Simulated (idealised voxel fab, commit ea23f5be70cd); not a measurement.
process module | voxel ribs on slabs
cross-section cut | 220 nm wide | cells 5 nm
A cross-section is a grid of square cells, given in bands from the top down. A band is one or more rows of cells.
Each band's line starts with the height of the band's top and of its bottom, in nm. Then come its materials from left to right, each with its width in nm. One material with "throughout" fills the band from edge to edge. "air" is empty space.
Height 0 is the level under which the wafer as received is all one material. The lowest band goes on downwards, as in "0 down".
A width such as "30 to 40" changes by the same amount from each row of cells to the next, from the band's top row to its bottom row.
"no change" after a step means that no cell of the cross-section changed.
closed voids: empty space of 8 cells or more with no open way to the top, each as width x height at its distance from the left edge, in nm
after a step's settings: what the simulator itself notes on the step
overlay nm, on a step with a mask: how far to the right of its planned place the mask lay; to the left if negative
plan
1 op RECEIVE | material Si
2 op DIRECTIONAL_DEP | material SiO2 | thk nm 30
3 op DIRECTIONAL_DEP | material polySi | thk nm 15
4 op MASKED_ETCH | tone cover | mask id RIB | width nm 15 | etch materials polySi | depth nm 10 | overlay nm 0
5 op MASKED_ETCH | tone cover | mask id SLAB | width nm 65 | etch materials polySi | depth nm 5 | overlay nm -15
6 op FILL_DEP | material SiO2 | thk nm 25
7 op CMP | height nm 65
8 op DIRECTIONAL_DEP | material TiN | thk nm 10
9 op PATTERN | tone cover | mask id HEATER | material resist | width nm 25 | thk nm 20 | overlay nm 0
10 op DIRECTIONAL_ETCH | etch materials TiN | depth nm 10
11 op STRIP | etch materials resist
12 op CONFORMAL_DEP | material SiO2 | thk nm 5
varied across the wafers: overlay nm of step 5. The plan shows the first wafer's value. All wafers start alike
first wafer as received, after step 1
  0 down: Si throughout
  closed voids: none
first wafer at the end, after step 12
  80 to 75: air 90 | SiO2 35 | air 95
  75 to 70: air 90 | SiO2 5 | TiN 25 | SiO2 5 | air 95
  70 to 65: SiO2 95 | TiN 25 | SiO2 100
  65 to 45: SiO2 throughout
  45 to 35: SiO2 100 | polySi 15 | SiO2 105
  35 to 30: SiO2 60 | polySi 65 | SiO2 95
  30 to 0: SiO2 throughout
  0 down: Si throughout
  closed voids: none
last wafer at the end
  80 to 75: air 90 | SiO2 35 | air 95
  75 to 70: air 90 | SiO2 5 | TiN 25 | SiO2 5 | air 95
  70 to 65: SiO2 95 | TiN 25 | SiO2 100
  65 to 45: SiO2 throughout
  45 to 35: SiO2 100 | polySi 15 | SiO2 105
  35 to 30: SiO2 90 | polySi 65 | SiO2 65
  30 to 0: SiO2 throughout
  0 down: Si throughout
  closed voids: none
each wafer at the end: cells of each material gained (+) or lost (-) since it was received, then its closed voids
overlay nm -15 | +601 SiO2 | +10 TiN | +19 polySi | closed voids: none
overlay nm -10 | +601 SiO2 | +10 TiN | +19 polySi | closed voids: none
overlay nm -5 | +601 SiO2 | +10 TiN | +19 polySi | closed voids: none
overlay nm 0 | +601 SiO2 | +10 TiN | +19 polySi | closed voids: none
overlay nm 5 | +601 SiO2 | +10 TiN | +19 polySi | closed voids: none
overlay nm 10 | +601 SiO2 | +10 TiN | +19 polySi | closed voids: none
overlay nm 15 | +601 SiO2 | +10 TiN | +19 polySi | closed voids: none
